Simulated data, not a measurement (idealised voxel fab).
The name of this process module is voxel fin reveal.
This is section cut - it's 275 nm across, gridded in 5 nm square cells.
How to read a cross-section here: the picture is a grid of square cells, written as bands going from the top down, and any band can span one or more rows of cells. This entry defines a band. It first specifies the height of the band's top and the height of its bottom in nm, and then specifies the band's materials from left to right, stating each material with its width in nm. The word "full width" identifies a single material that fills the band from edge to edge, while the word "air" identifies empty space. Heights from 0 (as-received wafer is one material below). Bottom band endless downward, as "0 nm and below". The two numbers in a width such as "30..40" mark its ends across the band: the first belongs to the top row of cells, the second to the bottom row, and from each row to the next the width moves by the same amount. Key: "no change" - step with no changed cell in the cross-section. Entry "Unvented internal voids" = empty spaces >= 8 cells with no open way to the top; each as width x height at distance, distance from left edge, all nm. What comes after the settings on a step's line is commentary from the simulator itself on that step. overlay nm, on a step with a mask: how far to the right of its planned place the mask lay; to the left if negative.
### The planned process steps are enumerated hereunder
step 1: RECEIVE [material Si]
step 2: CONFORMAL_DEP [material SiN] [thk nm 5]
step 3: PATTERN [tone cover] [mask id FINS] [material resist] [width nm 15] [pitch nm 35] [thk nm 20] [overlay nm 0]
step 4: DIRECTIONAL_ETCH [etch materials SiN] [depth nm 5]
step 5: DIRECTIONAL_ETCH [etch materials Si] [depth nm 40]
step 6: STRIP [etch materials resist]
step 7: OXIDIZE [depth nm 5]
step 8: FILL_DEP [material SiO2] [thk nm 15]
step 9: CMP [height nm 5]
step 10: SELECTIVE_ETCH [etch materials SiO2] [depth nm 35]
step 11: STRIP [etch materials SiN]
### Shown in cross-section is the wafer as received, that is, as it stands after step 1
	0 nm and below  Si full width
	Unvented internal voids: none
### End state of the module in cross-section, given the above starting point and plan and one mistake in execution
	5 nm to 0 nm  air 110, then SiN 15, then air 20, then SiN 15, then air 115
	0 nm to -30 nm  air 115, then Si 5, then air 30, then Si 5, then air 120
	-30 nm to -45 nm  SiO2 115, then Si 5, then SiO2 30, then Si 5, then SiO2 120
	-45 nm and below  Si full width
	Unvented internal voids: none
what went wrong: step 11 of the plan did not run at all; it was left out
